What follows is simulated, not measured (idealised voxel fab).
Documented hereafter: the process module known as voxel fin reveal.
The figure presents cross-section cut, which has a width of 155 nm and is divided into square cells with an edge length of 5 nm.
A cross-section in this document is a grid of square cells, and it is written down as bands, the top band listed before the ones below it; a band is made up of one or more rows of cells. For a band, the entry starts with two heights in nm, that of the top and then that of the bottom, and carries on with the band's materials in order from left to right, each alongside its width in nm; the word "full width" beside a single material means it fills the band edge to edge, and "blank" means empty space. Height 0 is the level under which the wafer as received is all one material. The lowest band goes on downwards, as in "from 0 down". Read "30->40" as a graded width: first number on top, second number at the bottom, same change between each pair of neighbouring rows. "remained the same" after a step means that no cell of the cross-section changed. You'll see "Trapped voids" listing empty spaces that have no way open to the top, as long as they're 8 cells or more; the notation is width x height at distance, where the distance is from the left edge, and all of it is in nm. That trailing text on a step's line, after the settings, is the simulator's own remark on the step. You can add "overlay nm" to a step's line. For a step with a mask, it describes how far the mask lay to the right of its planned position, and a negative number describes a lay to the left.

## Steps in the process plan
1) op RECEIVE | material Si
2) op CONFORMAL_DEP | material SiN | thk nm 10
3) op MASKED_ETCH | tone cover | mask id FINS | width nm 15 | pitch nm 35 | etch materials SiN | depth nm 10 | overlay nm 0
4) op MASKED_ETCH | tone cover | mask id FINS | width nm 15 | pitch nm 35 | etch materials Si | depth nm 30 | overlay nm 0
5) op OXIDIZE | depth nm 5
6) op FILL_DEP | material SiO2 | thk nm 15
7) op CMP | height nm 10
8) op SELECTIVE_ETCH | etch materials SiO2 | depth nm 25
9) op STRIP | etch materials SiN

## Cross-section of the wafer upon arrival, representing the state reached after step 1
	from 0 down: Si full width
	Trapped voids: none

## Starting structure and process plan are as shown above, but one mistake was made in running the module; the wafer cross-section at the end of the module follows
	from 10 to 0: blank: 35 / SiN: 15 / blank: 20 / SiN: 15 / blank: 20 / SiN: 15 / blank: 35
	from 0 to -35: blank: 40 / Si: 5 / blank: 30 / Si: 5 / blank: 30 / Si: 5 / blank: 40
	from -35 down: Si full width
	Trapped voids: none
What was done differently from what was planned? step 9: run off-plan, actual operation and settings op STRIP | etch materials SiO2
